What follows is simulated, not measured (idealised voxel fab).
Herein follows the process module entitled voxel capacitor over wiring.
The width of the displayed cross-section, cut, is 245 nm; its cells are square, with a size of 5 nm.
Cross-section, as written here: a square-cell grid given band by band from the top down, where a band holds one or more rows of cells.
Per band: top height and bottom height in nm, followed by the left-to-right materials and their widths in nm; "full width" marks a single material spanning edge to edge, "empty" marks empty space.
It should be noted that heights are counted from 0, beneath which the wafer as supplied is of one material throughout, and that the lowest band possesses no lower boundary but continues downward, as written in "0 nm and below".
The two numbers in a width such as "30..40" mark its ends across the band: the first belongs to the top row of cells, the second to the bottom row, and from each row to the next the width moves by the same amount.
Reading "remained the same" for a step: not a cell of the cross-section changed in it.
The entry titled "Closed-off voids" provides the empty spaces that have no open way to the top, restricted to those of 8 cells or more. Each is presented as width x height at distance, the distance being measured from the left edge, with all three in nm.
That trailing text on a step's line, after the settings, is the simulator's own remark on the step.
The "overlay nm" setting may appear on a step's line; for a step that uses a mask, it gives how far to the right of its planned position the mask lay, and a negative value indicates the left.
Note: before/after cross-section pairs follow, one process step per pair, after-side truncated at the lowest changed band, step and settings given beneath. Different runs of this module on the same starting wafer may supply the pairs; a pair continues the one above only where the "Prior to step" entry says so.

Prior to step:
> 100 nm to 90 nm  Ru full width
> 90 nm to 85 nm  TiN 95 nm | Ru 5 nm | TiN 145 nm
> 85 nm to 80 nm  SiO2 90 nm | TiN 5 nm | Ru 5 nm | TiN 5 nm | SiO2 140 nm
> 80 nm to 75 nm  SiO2 90 nm | TiN 15 nm | SiO2 140 nm
> 75 nm to 70 nm  SiO2 80 nm | HfO2 55 nm | SiO2 110 nm
> 70 nm to 60 nm  SiO2 75 nm | TiN 65 nm | SiO2 105 nm
> 60 nm to 50 nm  TiN full width
> 50 nm to 35 nm  lowk 80 nm | TiN 5 nm | Ru 5 nm | TiN 5 nm | lowk 150 nm
> 35 nm to 30 nm  SiCN 80 nm | TiN 15 nm | SiCN 150 nm
> 30 nm to 15 nm  SiO2 70 nm | TiN 5 nm | Cu 15 nm | TiN 5 nm | SiO2 50 nm | TiN 5 nm | Cu 15 nm | TiN 5 nm | SiO2 75 nm
> 15 nm to 10 nm  SiN 70 nm | TiN 25 nm | SiN 50 nm | TiN 25 nm | SiN 75 nm
> 10 nm to 0 nm  SiO2 full width
> 0 nm and below  Si full width
> Closed-off voids: none

Post-Step Section View:
> 85 nm to 80 nm  SiO2 90 nm | TiN 5 nm | Ru 5 nm | TiN 5 nm | SiO2 140 nm
> Under 80: no change, same as before.
> Closed-off voids: none
Quick note on the step between the two cross-sections above: CMP: height nm 85

Prior to step: no separate figure, the pair right above already shows it after its step.

Post-Step Section View:
> 90 nm to 85 nm  SiN full width
> Under 85: no change, same as before.
> Closed-off voids: none
Quick note on the step between the two cross-sections above: CONFORMAL_DEP: material SiN, thk nm 5

Prior to step:
> 50 nm to 35 nm  lowk 80 nm | TiN 5 nm | Ru 5 nm | TiN 5 nm | lowk 150 nm
> 35 nm to 30 nm  SiCN 80 nm | TiN 15 nm | SiCN 150 nm
> 30 nm to 15 nm  SiO2 70 nm | TiN 5 nm | Cu 15 nm | TiN 5 nm | SiO2 50 nm | TiN 5 nm | Cu 15 nm | TiN 5 nm | SiO2 75 nm
> 15 nm to 10 nm  SiN 70 nm | TiN 25 nm | SiN 50 nm | TiN 25 nm | SiN 75 nm
> 10 nm to 0 nm  SiO2 full width
> 0 nm and below  Si full width
> Closed-off voids: none

Post-Step Section View:
> 65 nm to 50 nm  TiN full width
> Under 50: no change, same as before.
> Closed-off voids: none
Quick note on the step between the two cross-sections above: DIRECTIONAL_DEP: material TiN, thk nm 15

Prior to step: no separate figure, the pair right above already shows it after its step.

Post-Step Section View:
> 70 nm to 65 nm  HfO2 full width
> Under 65: no change, same as before.
> Closed-off voids: none
Quick note on the step between the two cross-sections above: DIRECTIONAL_DEP: material HfO2, thk nm 5

Prior to step: no separate figure, the pair right above already shows it after its step.

Post-Step Section View:
> 80 nm to 70 nm  TiN full width
> Under 70: no change, same as before.
> Closed-off voids: none
Quick note on the step between the two cross-sections above: DIRECTIONAL_DEP: material TiN, thk nm 10

Prior to step: no separate figure, the pair right above already shows it after its step.

Post-Step Section View:
> 80 nm to 70 nm  empty 80 nm | TiN 55 nm | empty 110 nm
> Under 70: no change, same as before.
> Closed-off voids: none
Quick note on the step between the two cross-sections above: MASKED_ETCH: tone cover, mask id UPPER_PLATE, width nm 55, etch materials TiN, depth nm 10, overlay nm 0

Prior to step: no separate figure, the pair right above already shows it after its step.

Post-Step Section View:
> 80 nm to 70 nm  empty 80 nm | TiN 55 nm | empty 110 nm
> 70 nm to 65 nm  empty 80 nm | HfO2 55 nm | empty 110 nm
> Under 65: no change, same as before.
> Closed-off voids: none
Quick note on the step between the two cross-sections above: MASKED_ETCH: tone cover, mask id UPPER_PLATE, width nm 55, etch materials HfO2, depth nm 5, overlay nm 0

Prior to step: no separate figure, the pair right above already shows it after its step.

Post-Step Section View:
> 100 nm to 80 nm  empty 75 nm | resist 65 nm | empty 105 nm
> 80 nm to 70 nm  empty 75 nm | resist 5 nm | TiN 55 nm | resist 5 nm | empty 105 nm
> 70 nm to 65 nm  empty 75 nm | resist 5 nm | HfO2 55 nm | resist 5 nm | empty 105 nm
> Under 65: no change, same as before.
> Closed-off voids: none
Quick note on the step between the two cross-sections above: PATTERN: tone cover, mask id LOWER_PLATE, material resist, width nm 65, thk nm 20, overlay nm 0

Prior to step: no separate figure, the pair right above already shows it after its step.

Post-Step Section View:
> 100 nm to 80 nm  empty 75 nm | resist 65 nm | empty 105 nm
> 80 nm to 70 nm  empty 75 nm | resist 5 nm | TiN 55 nm | resist 5 nm | empty 105 nm
> 70 nm to 65 nm  empty 75 nm | resist 5 nm | HfO2 55 nm | resist 5 nm | empty 105 nm
> 65 nm to 55 nm  empty 75 nm | TiN 65 nm | empty 105 nm
> Under 55: no change, same as before.
> Closed-off voids: none
Quick note on the step between the two cross-sections above: DIRECTIONAL_ETCH: etch materials TiN, depth nm 10

Prior to step: no separate figure, the pair right above already shows it after its step.

Post-Step Section View:
> 80 nm to 70 nm  empty 80 nm | TiN 55 nm | empty 110 nm
> 70 nm to 65 nm  empty 80 nm | HfO2 55 nm | empty 110 nm
> Under 65: no change, same as before.
> Closed-off voids: none
Quick note on the step between the two cross-sections above: STRIP: etch materials resist

Prior to step: no separate figure, the pair right above already shows it after its step.

Post-Step Section View:
> 95 nm to 80 nm  SiO2 full width
> 80 nm to 70 nm  SiO2 80 nm | TiN 55 nm | SiO2 110 nm
> 70 nm to 65 nm  SiO2 80 nm | HfO2 55 nm | SiO2 110 nm
> 65 nm to 55 nm  SiO2 75 nm | TiN 65 nm | SiO2 105 nm
> Under 55: no change, same as before.
> Closed-off voids: none
Quick note on the step between the two cross-sections above: FILL_DEP: material SiO2, thk nm 15

Prior to step: no separate figure, the pair right above already shows it after its step.

Post-Step Section View:
> 85 nm to 80 nm  SiO2 full width
> Under 80: no change, same as before.
> Closed-off voids: none
Quick note on the step between the two cross-sections above: CMP: height nm 85

Prior to step: no separate figure, the pair right above already shows it after its step.

Post-Step Section View:
> 95 nm to 85 nm  aC full width
> Under 85: no change, same as before.
> Closed-off voids: none
Quick note on the step between the two cross-sections above: DIRECTIONAL_DEP: material aC, thk nm 10

Prior to step: no separate figure, the pair right above already shows it after its step.

Post-Step Section View:
> 125 nm to 95 nm  resist 90 nm | empty 15 nm | resist 140 nm
> Under 95: no change, same as before.
> Closed-off voids: none
Quick note on the step between the two cross-sections above: PATTERN: tone open, mask id PLUG_2, material resist, width nm 15, thk nm 30, overlay nm 0

Prior to step: no separate figure, the pair right above already shows it after its step.

Post-Step Section View:
> 115 nm to 95 nm  resist 90 nm | empty 15 nm | resist 140 nm
> 95 nm to 85 nm  aC 90 nm | empty 15 nm | aC 140 nm
> Under 85: no change, same as before.
> Closed-off voids: none
Quick note on the step between the two cross-sections above: DIRECTIONAL_ETCH: etch materials aC, depth nm 10

Prior to step: no separate figure, the pair right above already shows it after its step.

Post-Step Section View:
> 95 nm to 85 nm  aC 90 nm | empty 15 nm | aC 140 nm
> Under 85: no change, same as before.
> Closed-off voids: none
Quick note on the step between the two cross-sections above: STRIP: etch materials resist

Prior to step: no separate figure, the pair right above already shows it after its step.

Post-Step Section View:
> 95 nm to 85 nm  aC 90 nm | empty 15 nm | aC 140 nm
> 85 nm to 80 nm  SiO2 90 nm | empty 15 nm | SiO2 140 nm
> Under 80: no change, same as before.
> Closed-off voids: none
Quick note on the step between the two cross-sections above: DIRECTIONAL_ETCH: etch materials SiO2, depth nm 10

Prior to step: no separate figure, the pair right above already shows it after its step.

Post-Step Section View:
> 85 nm to 80 nm  SiO2 90 nm | empty 15 nm | SiO2 140 nm
> Under 80: no change, same as before.
> Closed-off voids: none
Quick note on the step between the two cross-sections above: STRIP: etch materials aC

Prior to step: no separate figure, the pair right above already shows it after its step.

Post-Step Section View:
> 90 nm to 85 nm  TiN 95 nm | empty 5 nm | TiN 145 nm
> 85 nm to 80 nm  SiO2 90 nm | TiN 15 nm | SiO2 140 nm
> Under 80: no change, same as before.
> Closed-off voids: none
Quick note on the step between the two cross-sections above: CONFORMAL_DEP: material TiN, thk nm 5

Prior to step: no separate figure, the pair right above already shows it after its step.

Post-Step Section View:
> 100 nm to 90 nm  Ru full width
> 90 nm to 85 nm  TiN 95 nm | Ru 5 nm | TiN 145 nm
> Under 85: no change, same as before.
> Closed-off voids: none
Quick note on the step between the two cross-sections above: FILL_DEP: material Ru, thk nm 10

Prior to step: no separate figure, the pair right above already shows it after its step.

Post-Step Section View:
> 85 nm to 80 nm  SiO2 90 nm | TiN 15 nm | SiO2 140 nm
> Under 80: no change, same as before.
> Closed-off voids: none
Quick note on the step between the two cross-sections above: CMP: height nm 85

Prior to step: no separate figure, the pair right above already shows it after its step.

Post-Step Section View:
> 90 nm to 85 nm  SiN full width
> Under 85: no change, same as before.
> Closed-off voids: none
Quick note on the step between the two cross-sections above: CONFORMAL_DEP: material SiN, thk nm 5

Prior to step:
> 75 nm to 65 nm  TiN full width
> 65 nm to 60 nm  HfO2 full width
> 60 nm to 50 nm  TiN full width
> 50 nm to 35 nm  lowk 80 nm | TiN 5 nm | Ru 5 nm | TiN 5 nm | lowk 150 nm
> 35 nm to 30 nm  SiCN 80 nm | TiN 15 nm | SiCN 150 nm
> 30 nm to 15 nm  SiO2 70 nm | TiN 5 nm | Cu 15 nm | TiN 5 nm | SiO2 50 nm | TiN 5 nm | Cu 15 nm | TiN 5 nm | SiO2 75 nm
> 15 nm to 10 nm  SiN 70 nm | TiN 25 nm | SiN 50 nm | TiN 25 nm | SiN 75 nm
> 10 nm to 0 nm  SiO2 full width
> 0 nm and below  Si full width
> Closed-off voids: none

Post-Step Section View:
> 75 nm to 65 nm  empty 75 nm | TiN 65 nm | empty 105 nm
> Under 65: no change, same as before.
> Closed-off voids: none
Quick note on the step between the two cross-sections above: MASKED_ETCH: tone cover, mask id UPPER_PLATE, width nm 65, etch materials TiN, depth nm 10, overlay nm 0

Prior to step: no separate figure, the pair right above already shows it after its step.

Post-Step Section View:
> 75 nm to 65 nm  empty 75 nm | TiN 65 nm | empty 105 nm
> 65 nm to 60 nm  empty 75 nm | HfO2 65 nm | empty 105 nm
> Under 60: no change, same as before.
> Closed-off voids: none
Quick note on the step between the two cross-sections above: MASKED_ETCH: tone cover, mask id UPPER_PLATE, width nm 55, etch materials HfO2, depth nm 5, overlay nm 0

Prior to step: no separate figure, the pair right above already shows it after its step.

Post-Step Section View:
> 95 nm to 75 nm  empty 75 nm | resist 65 nm | empty 105 nm
> Under 75: no change, same as before.
> Closed-off voids: none
Quick note on the step between the two cross-sections above: PATTERN: tone cover, mask id LOWER_PLATE, material resist, width nm 65, thk nm 20, overlay nm 0

Prior to step: no separate figure, the pair right above already shows it after its step.

Post-Step Section View:
> 95 nm to 75 nm  empty 75 nm | resist 65 nm | empty 105 nm
> 75 nm to 65 nm  empty 75 nm | TiN 65 nm | empty 105 nm
> 65 nm to 60 nm  empty 75 nm | HfO2 65 nm | empty 105 nm
> 60 nm to 50 nm  empty 75 nm | TiN 65 nm | empty 105 nm
> Under 50: no change, same as before.
> Closed-off voids: none
Quick note on the step between the two cross-sections above: DIRECTIONAL_ETCH: etch materials TiN, depth nm 10

Prior to step: no separate figure, the pair right above already shows it after its step.

Post-Step Section View:
> 75 nm to 65 nm  empty 75 nm | TiN 65 nm | empty 105 nm
> Under 65: no change, same as before.
> Closed-off voids: none
Quick note on the step between the two cross-sections above: STRIP: etch materials resist

Prior to step: no separate figure, the pair right above already shows it after its step.

Post-Step Section View:
> 90 nm to 75 nm  SiO2 full width
> 75 nm to 65 nm  SiO2 75 nm | TiN 65 nm | SiO2 105 nm
> 65 nm to 60 nm  SiO2 75 nm | HfO2 65 nm | SiO2 105 nm
> 60 nm to 50 nm  SiO2 75 nm | TiN 65 nm | SiO2 105 nm
> Under 50: no change, same as before.
> Closed-off voids: none
Quick note on the step between the two cross-sections above: FILL_DEP: material SiO2, thk nm 15

Prior to step: no separate figure, the pair right above already shows it after its step.

Post-Step Section View:
> 85 nm to 75 nm  SiO2 full width
> Under 75: no change, same as before.
> Closed-off voids: none
Quick note on the step between the two cross-sections above: CMP: height nm 85

Prior to step: no separate figure, the pair right above already shows it after its step.

Post-Step Section View:
> 95 nm to 85 nm  aC full width
> Under 85: no change, same as before.
> Closed-off voids: none
Quick note on the step between the two cross-sections above: DIRECTIONAL_DEP: material aC, thk nm 10

Prior to step: no separate figure, the pair right above already shows it after its step.

Post-Step Section View:
> 125 nm to 95 nm  resist 90 nm | empty 15 nm | resist 140 nm
> Under 95: no change, same as before.
> Closed-off voids: none
Quick note on the step between the two cross-sections above: PATTERN: tone open, mask id PLUG_2, material resist, width nm 15, thk nm 30, overlay nm 0

Prior to step: no separate figure, the pair right above already shows it after its step.

Post-Step Section View:
> 115 nm to 95 nm  resist 90 nm | empty 15 nm | resist 140 nm
> 95 nm to 85 nm  aC 90 nm | empty 15 nm | aC 140 nm
> Under 85: no change, same as before.
> Closed-off voids: none
Quick note on the step between the two cross-sections above: DIRECTIONAL_ETCH: etch materials aC, depth nm 10

Prior to step: no separate figure, the pair right above already shows it after its step.

Post-Step Section View:
> 95 nm to 85 nm  aC 90 nm | empty 15 nm | aC 140 nm
> Under 85: no change, same as before.
> Closed-off voids: none
Quick note on the step between the two cross-sections above: STRIP: etch materials resist

Prior to step: no separate figure, the pair right above already shows it after its step.

Post-Step Section View:
> 95 nm to 85 nm  aC 90 nm | empty 15 nm | aC 140 nm
> 85 nm to 75 nm  SiO2 90 nm | empty 15 nm | SiO2 140 nm
> Under 75: no change, same as before.
> Closed-off voids: none
Quick note on the step between the two cross-sections above: DIRECTIONAL_ETCH: etch materials SiO2, depth nm 10

Prior to step: no separate figure, the pair right above already shows it after its step.

Post-Step Section View:
> 85 nm to 75 nm  SiO2 90 nm | empty 15 nm | SiO2 140 nm
> Under 75: no change, same as before.
> Closed-off voids: none
Quick note on the step between the two cross-sections above: STRIP: etch materials aC

Prior to step: no separate figure, the pair right above already shows it after its step.

Post-Step Section View:
> 90 nm to 85 nm  TiN 95 nm | empty 5 nm | TiN 145 nm
> 85 nm to 80 nm  SiO2 90 nm | TiN 5 nm | empty 5 nm | TiN 5 nm | SiO2 140 nm
> 80 nm to 75 nm  SiO2 90 nm | TiN 15 nm | SiO2 140 nm
> Under 75: no change, same as before.
> Closed-off voids: none
Quick note on the step between the two cross-sections above: CONFORMAL_DEP: material TiN, thk nm 5

Prior to step: no separate figure, the pair right above already shows it after its step.

Post-Step Section View:
> 100 nm to 90 nm  Ru full width
> 90 nm to 85 nm  TiN 95 nm | Ru 5 nm | TiN 145 nm
> 85 nm to 80 nm  SiO2 90 nm | TiN 5 nm | Ru 5 nm | TiN 5 nm | SiO2 140 nm
> Under 80: no change, same as before.
> Closed-off voids: none
Quick note on the step between the two cross-sections above: FILL_DEP: material Ru, thk nm 10

Prior to step: no separate figure, the pair right above already shows it after its step.

Post-Step Section View:
> 85 nm to 80 nm  SiO2 90 nm | TiN 5 nm | Ru 5 nm | TiN 5 nm | SiO2 140 nm
> Under 80: no change, same as before.
> Closed-off voids: none
Quick note on the step between the two cross-sections above: CMP: height nm 85

Prior to step: no separate figure, the pair right above already shows it after its step.

Post-Step Section View:
> 90 nm to 85 nm  SiN full width
> Under 85: no change, same as before.
> Closed-off voids: none
Quick note on the step between the two cross-sections above: CONFORMAL_DEP: material SiN, thk nm 5

Prior to step:
> 75 nm to 65 nm  empty 80 nm | TiN 55 nm | empty 110 nm
> 65 nm to 60 nm  empty 80 nm | HfO2 55 nm | empty 110 nm
> 60 nm to 50 nm  TiN full width
> 50 nm to 35 nm  lowk 80 nm | TiN 5 nm | Ru 5 nm | TiN 5 nm | lowk 150 nm
> 35 nm to 30 nm  SiCN 80 nm | TiN 15 nm | SiCN 150 nm
> 30 nm to 15 nm  SiO2 70 nm | TiN 5 nm | Cu 15 nm | TiN 5 nm | SiO2 50 nm | TiN 5 nm | Cu 15 nm | TiN 5 nm | SiO2 75 nm
> 15 nm to 10 nm  SiN 70 nm | TiN 25 nm | SiN 50 nm | TiN 25 nm | SiN 75 nm
> 10 nm to 0 nm  SiO2 full width
> 0 nm and below  Si full width
> Closed-off voids: none

Post-Step Section View:
> 95 nm to 75 nm  empty 70 nm | resist 65 nm | empty 110 nm
> 75 nm to 65 nm  empty 70 nm | resist 10 nm | TiN 55 nm | empty 110 nm
> 65 nm to 60 nm  empty 70 nm | resist 10 nm | HfO2 55 nm | empty 110 nm
> Under 60: no change, same as before.
> Closed-off voids: none
Quick note on the step between the two cross-sections above: PATTERN: tone cover, mask id LOWER_PLATE, material resist, width nm 65, thk nm 20, overlay nm -5

Prior to step: no separate figure, the pair right above already shows it after its step.

Post-Step Section View:
> 95 nm to 75 nm  empty 70 nm | resist 65 nm | empty 110 nm
> 75 nm to 65 nm  empty 70 nm | resist 10 nm | TiN 55 nm | empty 110 nm
> 65 nm to 60 nm  empty 70 nm | resist 10 nm | HfO2 55 nm | empty 110 nm
> 60 nm to 50 nm  empty 70 nm | TiN 65 nm | empty 110 nm
> Under 50: no change, same as before.
> Closed-off voids: none
Quick note on the step between the two cross-sections above: DIRECTIONAL_ETCH: etch materials TiN, depth nm 10

Prior to step: no separate figure, the pair right above already shows it after its step.

Post-Step Section View:
> 75 nm to 65 nm  empty 80 nm | TiN 55 nm | empty 110 nm
> 65 nm to 60 nm  empty 80 nm | HfO2 55 nm | empty 110 nm
> Under 60: no change, same as before.
> Closed-off voids: none
Quick note on the step between the two cross-sections above: STRIP: etch materials resist

Prior to step: no separate figure, the pair right above already shows it after its step.

Post-Step Section View:
> 90 nm to 75 nm  SiO2 full width
> 75 nm to 65 nm  SiO2 80 nm | TiN 55 nm | SiO2 110 nm
> 65 nm to 60 nm  SiO2 80 nm | HfO2 55 nm | SiO2 110 nm
> 60 nm to 50 nm  SiO2 70 nm | TiN 65 nm | SiO2 110 nm
> Under 50: no change, same as before.
> Closed-off voids: none
Quick note on the step between the two cross-sections above: FILL_DEP: material SiO2, thk nm 15

Prior to step: no separate figure, the pair right above already shows it after its step.

Post-Step Section View:
> 85 nm to 75 nm  SiO2 full width
> Under 75: no change, same as before.
> Closed-off voids: none
Quick note on the step between the two cross-sections above: CMP: height nm 85

Prior to step: no separate figure, the pair right above already shows it after its step.

Post-Step Section View:
> 95 nm to 85 nm  aC full width
> Under 85: no change, same as before.
> Closed-off voids: none
Quick note on the step between the two cross-sections above: DIRECTIONAL_DEP: material aC, thk nm 10

Prior to step: no separate figure, the pair right above already shows it after its step.

Post-Step Section View:
> 125 nm to 95 nm  resist 90 nm | empty 15 nm | resist 140 nm
> Under 95: no change, same as before.
> Closed-off voids: none
Quick note on the step between the two cross-sections above: PATTERN: tone open, mask id PLUG_2, material resist, width nm 15, thk nm 30, overlay nm 0

Prior to step: no separate figure, the pair right above already shows it after its step.

Post-Step Section View:
> 115 nm to 95 nm  resist 90 nm | empty 15 nm | resist 140 nm
> 95 nm to 85 nm  aC 90 nm | empty 15 nm | aC 140 nm
> Under 85: no change, same as before.
> Closed-off voids: none
Quick note on the step between the two cross-sections above: DIRECTIONAL_ETCH: etch materials aC, depth nm 10

Prior to step: no separate figure, the pair right above already shows it after its step.

Post-Step Section View:
> 95 nm to 85 nm  aC 90 nm | empty 15 nm | aC 140 nm
> Under 85: no change, same as before.
> Closed-off voids: none
Quick note on the step between the two cross-sections above: STRIP: etch materials resist

Prior to step: no separate figure, the pair right above already shows it after its step.

Post-Step Section View:
> 95 nm to 85 nm  aC 90 nm | empty 15 nm | aC 140 nm
> 85 nm to 75 nm  SiO2 90 nm | empty 15 nm | SiO2 140 nm
> Under 75: no change, same as before.
> Closed-off voids: none
Quick note on the step between the two cross-sections above: DIRECTIONAL_ETCH: etch materials SiO2, depth nm 10

Prior to step: no separate figure, the pair right above already shows it after its step.

Post-Step Section View:
> 85 nm to 75 nm  SiO2 90 nm | empty 15 nm | SiO2 140 nm
> Under 75: no change, same as before.
> Closed-off voids: none
Quick note on the step between the two cross-sections above: STRIP: etch materials aC

Prior to step: no separate figure, the pair right above already shows it after its step.

Post-Step Section View:
> 90 nm to 85 nm  TiN 95 nm | empty 5 nm | TiN 145 nm
> 85 nm to 80 nm  SiO2 90 nm | TiN 5 nm | empty 5 nm | TiN 5 nm | SiO2 140 nm
> 80 nm to 75 nm  SiO2 90 nm | TiN 15 nm | SiO2 140 nm
> Under 75: no change, same as before.
> Closed-off voids: none
Quick note on the step between the two cross-sections above: CONFORMAL_DEP: material TiN, thk nm 5

Prior to step: no separate figure, the pair right above already shows it after its step.

Post-Step Section View:
> 100 nm to 90 nm  Ru full width
> 90 nm to 85 nm  TiN 95 nm | Ru 5 nm | TiN 145 nm
> 85 nm to 80 nm  SiO2 90 nm | TiN 5 nm | Ru 5 nm | TiN 5 nm | SiO2 140 nm
> Under 80: no change, same as before.
> Closed-off voids: none
Quick note on the step between the two cross-sections above: FILL_DEP: material Ru, thk nm 10

Prior to step: no separate figure, the pair right above already shows it after its step.

Post-Step Section View:
> 85 nm to 80 nm  SiO2 90 nm | TiN 5 nm | Ru 5 nm | TiN 5 nm | SiO2 140 nm
> Under 80: no change, same as before.
> Closed-off voids: none
Quick note on the step between the two cross-sections above: CMP: height nm 85

Prior to step: no separate figure, the pair right above already shows it after its step.

Post-Step Section View:
> 90 nm to 85 nm  SiN full width
> Under 85: no change, same as before.
> Closed-off voids: none
Quick note on the step between the two cross-sections above: CONFORMAL_DEP: material SiN, thk nm 5

Prior to step:
> 50 nm to 35 nm  lowk 80 nm | TiN 5 nm | Ru 5 nm | TiN 5 nm | lowk 150 nm
> 35 nm to 30 nm  SiCN 80 nm | TiN 15 nm | SiCN 150 nm
> 30 nm to 15 nm  SiO2 70 nm | TiN 5 nm | Cu 15 nm | TiN 5 nm | SiO2 50 nm | TiN 5 nm | Cu 15 nm | TiN 5 nm | SiO2 75 nm
> 15 nm to 10 nm  SiN 70 nm | TiN 25 nm | SiN 50 nm | TiN 25 nm | SiN 75 nm
> 10 nm to 0 nm  SiO2 full width
> 0 nm and below  Si full width
> Closed-off voids: none

Post-Step Section View:
> 60 nm to 50 nm  lowk full width
> Under 50: no change, same as before.
> Closed-off voids: none
Quick note on the step between the two cross-sections above: DIRECTIONAL_DEP: material lowk, thk nm 10

Prior to step: no separate figure, the pair right above already shows it after its step.

Post-Step Section View:
> 65 nm to 60 nm  HfO2 full width
> Under 60: no change, same as before.
> Closed-off voids: none
Quick note on the step between the two cross-sections above: DIRECTIONAL_DEP: material HfO2, thk nm 5

Prior to step: no separate figure, the pair right above already shows it after its step.

Post-Step Section View:
> 75 nm to 65 nm  TiN full width
> Under 65: no change, same as before.
> Closed-off voids: none
Quick note on the step between the two cross-sections above: DIRECTIONAL_DEP: material TiN, thk nm 10

Prior to step: no separate figure, the pair right above already shows it after its step.

Post-Step Section View:
> 75 nm to 65 nm  empty 80 nm | TiN 55 nm | empty 110 nm
> Under 65: no change, same as before.
> Closed-off voids: none
Quick note on the step between the two cross-sections above: MASKED_ETCH: tone cover, mask id UPPER_PLATE, width nm 55, etch materials TiN, depth nm 10, overlay nm 0

Prior to step: no separate figure, the pair right above already shows it after its step.

Post-Step Section View:
> 75 nm to 65 nm  empty 80 nm | TiN 55 nm | empty 110 nm
> 65 nm to 60 nm  empty 80 nm | HfO2 55 nm | empty 110 nm
> Under 60: no change, same as before.
> Closed-off voids: none
Quick note on the step between the two cross-sections above: MASKED_ETCH: tone cover, mask id UPPER_PLATE, width nm 55, etch materials HfO2, depth nm 5, overlay nm 0

Prior to step: no separate figure, the pair right above already shows it after its step.

Post-Step Section View:
> 95 nm to 75 nm  empty 75 nm | resist 65 nm | empty 105 nm
> 75 nm to 65 nm  empty 75 nm | resist 5 nm | TiN 55 nm | resist 5 nm | empty 105 nm
> 65 nm to 60 nm  empty 75 nm | resist 5 nm | HfO2 55 nm | resist 5 nm | empty 105 nm
> Under 60: no change, same as before.
> Closed-off voids: none
Quick note on the step between the two cross-sections above: PATTERN: tone cover, mask id LOWER_PLATE, material resist, width nm 65, thk nm 20, overlay nm 0

Prior to step: no separate figure, the pair right above already shows it after its step.

Post-Step Section View:
> 75 nm to 65 nm  empty 80 nm | TiN 55 nm | empty 110 nm
> 65 nm to 60 nm  empty 80 nm | HfO2 55 nm | empty 110 nm
> Under 60: no change, same as before.
> Closed-off voids: none
Quick note on the step between the two cross-sections above: STRIP: etch materials resist

Prior to step: no separate figure, the pair right above already shows it after its step.

Post-Step Section View:
> 90 nm to 75 nm  SiO2 full width
> 75 nm to 65 nm  SiO2 80 nm | TiN 55 nm | SiO2 110 nm
> 65 nm to 60 nm  SiO2 80 nm | HfO2 55 nm | SiO2 110 nm
> Under 60: no change, same as before.
> Closed-off voids: none
Quick note on the step between the two cross-sections above: FILL_DEP: material SiO2, thk nm 15

Prior to step: no separate figure, the pair right above already shows it after its step.

Post-Step Section View:
> 85 nm to 75 nm  SiO2 full width
> Under 75: no change, same as before.
> Closed-off voids: none
Quick note on the step between the two cross-sections above: CMP: height nm 85

Prior to step: no separate figure, the pair right above already shows it after its step.

Post-Step Section View:
> 95 nm to 85 nm  aC full width
> Under 85: no change, same as before.
> Closed-off voids: none
Quick note on the step between the two cross-sections above: DIRECTIONAL_DEP: material aC, thk nm 10

Prior to step: no separate figure, the pair right above already shows it after its step.

Post-Step Section View:
> 125 nm to 95 nm  resist 90 nm | empty 15 nm | resist 140 nm
> Under 95: no change, same as before.
> Closed-off voids: none
Quick note on the step between the two cross-sections above: PATTERN: tone open, mask id PLUG_2, material resist, width nm 15, thk nm 30, overlay nm 0

Prior to step: no separate figure, the pair right above already shows it after its step.

Post-Step Section View:
> 115 nm to 95 nm  resist 90 nm | empty 15 nm | resist 140 nm
> 95 nm to 85 nm  aC 90 nm | empty 15 nm | aC 140 nm
> Under 85: no change, same as before.
> Closed-off voids: none
Quick note on the step between the two cross-sections above: DIRECTIONAL_ETCH: etch materials aC, depth nm 10

Prior to step: no separate figure, the pair right above already shows it after its step.

Post-Step Section View:
> 95 nm to 85 nm  aC 90 nm | empty 15 nm | aC 140 nm
> Under 85: no change, same as before.
> Closed-off voids: none
Quick note on the step between the two cross-sections above: STRIP: etch materials resist

Prior to step: no separate figure, the pair right above already shows it after its step.

Post-Step Section View:
> 95 nm to 85 nm  aC 90 nm | empty 15 nm | aC 140 nm
> 85 nm to 75 nm  SiO2 90 nm | empty 15 nm | SiO2 140 nm
> Under 75: no change, same as before.
> Closed-off voids: none
Quick note on the step between the two cross-sections above: DIRECTIONAL_ETCH: etch materials SiO2, depth nm 10

Prior to step: no separate figure, the pair right above already shows it after its step.

Post-Step Section View:
> 85 nm to 75 nm  SiO2 90 nm | empty 15 nm | SiO2 140 nm
> Under 75: no change, same as before.
> Closed-off voids: none
Quick note on the step between the two cross-sections above: STRIP: etch materials aC

Prior to step: no separate figure, the pair right above already shows it after its step.

Post-Step Section View:
> 90 nm to 85 nm  TiN 95 nm | empty 5 nm | TiN 145 nm
> 85 nm to 80 nm  SiO2 90 nm | TiN 5 nm | empty 5 nm | TiN 5 nm | SiO2 140 nm
> 80 nm to 75 nm  SiO2 90 nm | TiN 15 nm | SiO2 140 nm
> Under 75: no change, same as before.
> Closed-off voids: none
Quick note on the step between the two cross-sections above: CONFORMAL_DEP: material TiN, thk nm 5

Prior to step: no separate figure, the pair right above already shows it after its step.

Post-Step Section View:
> 100 nm to 90 nm  Ru full width
> 90 nm to 85 nm  TiN 95 nm | Ru 5 nm | TiN 145 nm
> 85 nm to 80 nm  SiO2 90 nm | TiN 5 nm | Ru 5 nm | TiN 5 nm | SiO2 140 nm
> Under 80: no change, same as before.
> Closed-off voids: none
Quick note on the step between the two cross-sections above: FILL_DEP: material Ru, thk nm 10

Prior to step: no separate figure, the pair right above already shows it after its step.

Post-Step Section View:
> 85 nm to 80 nm  SiO2 90 nm | TiN 5 nm | Ru 5 nm | TiN 5 nm | SiO2 140 nm
> Under 80: no change, same as before.
> Closed-off voids: none
Quick note on the step between the two cross-sections above: CMP: height nm 85

Prior to step: no separate figure, the pair right above already shows it after its step.

Post-Step Section View:
> 90 nm to 85 nm  SiN full width
> Under 85: no change, same as before.
> Closed-off voids: none
Quick note on the step between the two cross-sections above: CONFORMAL_DEP: material SiN, thk nm 5
